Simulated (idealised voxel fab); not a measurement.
process module | voxel trench capacitor
cross-section cut | 250 nm wide | cells 5 nm
A cross-section is a grid of square cells, given in bands from the top down. A band is one or more rows of cells.
Each band's line starts with the height of the band's top and of its bottom, in nm. Then come its materials from left to right, each with its width in nm. One material with "throughout" fills the band from edge to edge. "air" is empty space.
Height 0 is the level under which the wafer as received is all one material. The lowest band goes on downwards, as in "0 down".
A width such as "30 to 40" changes by the same amount from each row of cells to the next, from the band's top row to its bottom row.
"no change" after a step means that no cell of the cross-section changed.
closed voids: empty space of 8 cells or more with no open way to the top, each as width x height at its distance from the left edge, in nm
after a step's settings: what the simulator itself notes on the step
overlay nm, on a step with a mask: how far to the right of its planned place the mask lay; to the left if negative
plan
1 op RECEIVE | material Si
2 op CONFORMAL_DEP | material SiN | thk nm 5
3 op DIRECTIONAL_DEP | material aC | thk nm 10
4 op PATTERN | tone open | mask id TRENCH | material resist | width nm 20 | pitch nm 40 | thk nm 25 | overlay nm 0
5 op DIRECTIONAL_ETCH | etch materials aC | depth nm 10
6 op STRIP | etch materials resist
7 op DIRECTIONAL_ETCH | etch materials SiN | depth nm 5
8 op DIRECTIONAL_ETCH | etch materials Si | depth nm 35
9 op STRIP | etch materials aC
10 op CONFORMAL_DEP | material SiO2 | thk nm 5
11 op FILL_DEP | material polySi | thk nm 5
12 op CMP | height nm 5
first wafer, as planned
as received, after step 1
  0 down: Si throughout
  closed voids: none
after step 2
  5 to 0: SiN throughout
  below 0: unchanged
after step 3
  15 to 5: aC throughout
  below 5: unchanged
after step 4
  40 to 15: resist 75 | air 20 | resist 20 | air 20 | resist 20 | air 20 | resist 75
  below 15: unchanged
after step 5
  30 to 15: resist 75 | air 20 | resist 20 | air 20 | resist 20 | air 20 | resist 75
  15 to 5: aC 75 | air 20 | aC 20 | air 20 | aC 20 | air 20 | aC 75
  below 5: unchanged
after step 6
  15 to 5: aC 75 | air 20 | aC 20 | air 20 | aC 20 | air 20 | aC 75
  below 5: unchanged
after step 7
  15 to 5: aC 75 | air 20 | aC 20 | air 20 | aC 20 | air 20 | aC 75
  5 to 0: SiN 75 | air 20 | SiN 20 | air 20 | SiN 20 | air 20 | SiN 75
  below 0: unchanged
after step 8
  15 to 5: aC 75 | air 20 | aC 20 | air 20 | aC 20 | air 20 | aC 75
  5 to 0: SiN 75 | air 20 | SiN 20 | air 20 | SiN 20 | air 20 | SiN 75
  0 to -35: Si 75 | air 20 | Si 20 | air 20 | Si 20 | air 20 | Si 75
  below -35: unchanged
after step 9
  5 to 0: SiN 75 | air 20 | SiN 20 | air 20 | SiN 20 | air 20 | SiN 75
  below 0: unchanged
after step 10
  10 to 5: SiO2 80 | air 10 | SiO2 30 | air 10 | SiO2 30 | air 10 | SiO2 80
  5 to 0: SiN 75 | SiO2 5 | air 10 | SiO2 5 | SiN 20 | SiO2 5 | air 10 | SiO2 5 | SiN 20 | SiO2 5 | air 10 | SiO2 5 | SiN 75
  0 to -30: Si 75 | SiO2 5 | air 10 | SiO2 5 | Si 20 | SiO2 5 | air 10 | SiO2 5 | Si 20 | SiO2 5 | air 10 | SiO2 5 | Si 75
  -30 to -35: Si 75 | SiO2 20 | Si 20 | SiO2 20 | Si 20 | SiO2 20 | Si 75
  below -35: unchanged
after step 11
  15 to 10: polySi throughout
  10 to 5: SiO2 80 | polySi 10 | SiO2 30 | polySi 10 | SiO2 30 | polySi 10 | SiO2 80
  5 to 0: SiN 75 | SiO2 5 | polySi 10 | SiO2 5 | SiN 20 | SiO2 5 | polySi 10 | SiO2 5 | SiN 20 | SiO2 5 | polySi 10 | SiO2 5 | SiN 75
  0 to -30: Si 75 | SiO2 5 | polySi 10 | SiO2 5 | Si 20 | SiO2 5 | polySi 10 | SiO2 5 | Si 20 | SiO2 5 | polySi 10 | SiO2 5 | Si 75
  below -30: unchanged
after step 12
  5 to 0: SiN 75 | SiO2 5 | polySi 10 | SiO2 5 | SiN 20 | SiO2 5 | polySi 10 | SiO2 5 | SiN 20 | SiO2 5 | polySi 10 | SiO2 5 | SiN 75
  below 0: unchanged
second wafer: like start, like plan, one mistake. Through step 3 it matches the first wafer
when step 4 should have ended
  40 to 15: resist 75 | air 25 | resist 15 | air 25 | resist 15 | air 25 | resist 70
  below 15: unchanged
when step 5 should have ended
  30 to 15: resist 75 | air 25 | resist 15 | air 25 | resist 15 | air 25 | resist 70
  15 to 5: aC 75 | air 25 | aC 15 | air 25 | aC 15 | air 25 | aC 70
  below 5: unchanged
when step 6 should have ended
  15 to 5: aC 75 | air 25 | aC 15 | air 25 | aC 15 | air 25 | aC 70
  below 5: unchanged
when step 7 should have ended
  15 to 5: aC 75 | air 25 | aC 15 | air 25 | aC 15 | air 25 | aC 70
  5 to 0: SiN 75 | air 25 | SiN 15 | air 25 | SiN 15 | air 25 | SiN 70
  below 0: unchanged
when step 8 should have ended
  15 to 5: aC 75 | air 25 | aC 15 | air 25 | aC 15 | air 25 | aC 70
  5 to 0: SiN 75 | air 25 | SiN 15 | air 25 | SiN 15 | air 25 | SiN 70
  0 to -35: Si 75 | air 25 | Si 15 | air 25 | Si 15 | air 25 | Si 70
  below -35: unchanged
when step 9 should have ended
  5 to 0: SiN 75 | air 25 | SiN 15 | air 25 | SiN 15 | air 25 | SiN 70
  below 0: unchanged
when step 10 should have ended
  10 to 5: SiO2 80 | air 15 | SiO2 25 | air 15 | SiO2 25 | air 15 | SiO2 75
  5 to 0: SiN 75 | SiO2 5 | air 15 | SiO2 5 | SiN 15 | SiO2 5 | air 15 | SiO2 5 | SiN 15 | SiO2 5 | air 15 | SiO2 5 | SiN 70
  0 to -30: Si 75 | SiO2 5 | air 15 | SiO2 5 | Si 15 | SiO2 5 | air 15 | SiO2 5 | Si 15 | SiO2 5 | air 15 | SiO2 5 | Si 70
  -30 to -35: Si 75 | SiO2 25 | Si 15 | SiO2 25 | Si 15 | SiO2 25 | Si 70
  below -35: unchanged
when step 11 should have ended
  15 to 10: polySi throughout
  10 to 5: SiO2 80 | polySi 15 | SiO2 25 | polySi 15 | SiO2 25 | polySi 15 | SiO2 75
  5 to 0: SiN 75 | SiO2 5 | polySi 15 | SiO2 5 | SiN 15 | SiO2 5 | polySi 15 | SiO2 5 | SiN 15 | SiO2 5 | polySi 15 | SiO2 5 | SiN 70
  0 to -30: Si 75 | SiO2 5 | polySi 15 | SiO2 5 | Si 15 | SiO2 5 | polySi 15 | SiO2 5 | Si 15 | SiO2 5 | polySi 15 | SiO2 5 | Si 70
  below -30: unchanged
when step 12 should have ended
  5 to 0: SiN 75 | SiO2 5 | polySi 15 | SiO2 5 | SiN 15 | SiO2 5 | polySi 15 | SiO2 5 | SiN 15 | SiO2 5 | polySi 15 | SiO2 5 | SiN 70
  below 0: unchanged
what went wrong: step 4 ran as: op PATTERN | tone open | mask id TRENCH | material resist | width nm 25 | pitch nm 40 | thk nm 25 | overlay nm 0
at the end the second wafer has, in cells: 21 fewer of Si | 3 fewer of SiN | 3 more of SiO2 | 21 more of polySi
